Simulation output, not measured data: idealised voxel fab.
The process module that follows is named voxel local oxidation.
FYI the section here is cut, 170 nm wide, cells are 5 nm squares.
Reading order for cross-sections: top band down to bottom band. Underlying form: a grid of square cells. Band size: one or more rows of cells.
Within each band entry, the heights of the top and of the bottom of the band appear first, in that order and in nm; the materials of the band then follow from left to right, each with its corresponding width in nm. The designation "edge to edge" on a single material indicates that it fills the band from edge to edge; the designation "empty" indicates empty space.
For the purposes of this specification, 0 denotes the height below which the wafer in its as-received condition is composed wholly of one material, and the lowermost band, lacking a lower limit, extends downward without end, as expressed in "top 0, no bottom".
Note: "30->40" means the width goes from the first number (top row of the band) to the second number (bottom row) in equal steps per row of cells.
Key: "stayed the same" - step with no changed cell in the cross-section.
Any empty space of 8 cells or more lacking an open way to the top shows up in "Enclosed internal cavities" as width x height at distance, distance from the left edge, in nm.
The remark found on a step's line after its settings is issued by the simulator itself and pertains to that step.
overlay nm: mask offset rightward from planned place, masked step; negative means leftward offset.
[List of planned process steps]
1. RECEIVE (material Si)
2. CONFORMAL_DEP (material SiO2; thk nm 5)
3. CONFORMAL_DEP (material SiN; thk nm 10)
4. PATTERN (tone cover; mask id ACTIVE; material resist; width nm 95; thk nm 15; overlay nm 0)
5. DIRECTIONAL_ETCH (etch materials SiN; depth nm 10)
6. STRIP (etch materials resist)
7. SELECTIVE_ETCH (etch materials SiO2; depth nm 5)
8. OXIDIZE (depth nm 15)
9. STRIP (etch materials SiN)
[Cross-section of the wafer at receipt, which is the condition after step 1]
top 0, no bottom  Si edge to edge
Enclosed internal cavities: none
[Wafer cross-section at end of module: start and plan as shown above, one execution error]
top 5, bottom 0  30 nm SiO2, 105 nm empty, 35 nm SiO2
top 0, bottom -15  15 nm Si, 135 nm SiO2, 20 nm Si
top -15, no bottom  Si edge to edge
Enclosed internal cavities: none
Finding, execution versus plan: it should be noted that step 4 was executed with settings other than those planned, the operation and settings actually applied being PATTERN (tone open; mask id ACTIVE; material resist; width nm 95; thk nm 15; overlay nm 0)
